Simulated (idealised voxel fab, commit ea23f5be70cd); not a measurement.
The document below concerns the process module designated voxel fin reveal.
Cross-section cut: width 170 nm, square cells of 5 nm.
Notation: cross-section as square-cell grid; stated in bands, top first, going down; one or more cell rows per band.
Read a band's entry like this: the first values are the height of its top and the height of its bottom in nm, and what follows is the sequence of materials from left to right, each with its width in nm. Note that "blank" is empty space, and that a single material marked "full width" reaches across the band from edge to edge.
Where do heights start? At 0: under that level the wafer as delivered is made of one material only. And the lowest band has no floor; it just carries on downward, as in "0..down".
Top row gets the first number, bottom row gets the second, and each row in between changes by the same step: that is how a band width like "30->40" works.
Take "no modification" at face value: in the step it is given for, the cross-section changed in none of its cells.
The list in "Closed voids list" covers empty spaces of 8 cells or more that cannot reach the top through any open way, and it gives each as width x height at distance; the distance is from the left edge, and width, height and distance are in nm.
Past the settings on a step's line: simulator remark, on that step.
The "overlay nm" setting may appear on a step's line; for a step that uses a mask, it gives how far to the right of its planned position the mask lay, and a negative value indicates the left.

The following list gives the planned process steps
1: RECEIVE | material Si
2: CONFORMAL_DEP | material SiN | thk nm 5
3: PATTERN | tone cover | mask id FINS | material resist | width nm 15 | pitch nm 40 | thk nm 20 | overlay nm 0
4: DIRECTIONAL_ETCH | etch materials SiN | depth nm 5
5: DIRECTIONAL_ETCH | etch materials Si | depth nm 35
6: STRIP | etch materials resist
7: FILL_DEP | material SiO2 | thk nm 15
8: CMP | height nm 5
9: SELECTIVE_ETCH | etch materials SiO2 | depth nm 20
10: STRIP | etch materials SiN

Cross-section of the wafer at receipt, which is the condition after step 1
> 0..down | Si full width
> Closed voids list: none

Run as planned - first of the two wafers cross-sectioned at the end of the module
> 0..-15 | blank (55) | Si (15) | blank (25) | Si (15) | blank (60)
> -15..-35 | SiO2 (55) | Si (15) | SiO2 (25) | Si (15) | SiO2 (60)
> -35..down | Si full width
> Closed voids list: none

Second wafer at the end: like start, like plan, one mistake
> -5..-25 | blank (55) | Si (15) | blank (25) | Si (15) | blank (60)
> -25..-35 | SiO2 (55) | Si (15) | SiO2 (25) | Si (15) | SiO2 (60)
> -35..down | Si full width
> Closed voids list: none
What was the processing mistake? step 8 was run on a setting that differed from the plan, and what really ran there is CMP | height nm -5
Final wafer comparison in cells, second versus first, more or fewer per material: Si: 6 fewer; SiO2: 56 fewer
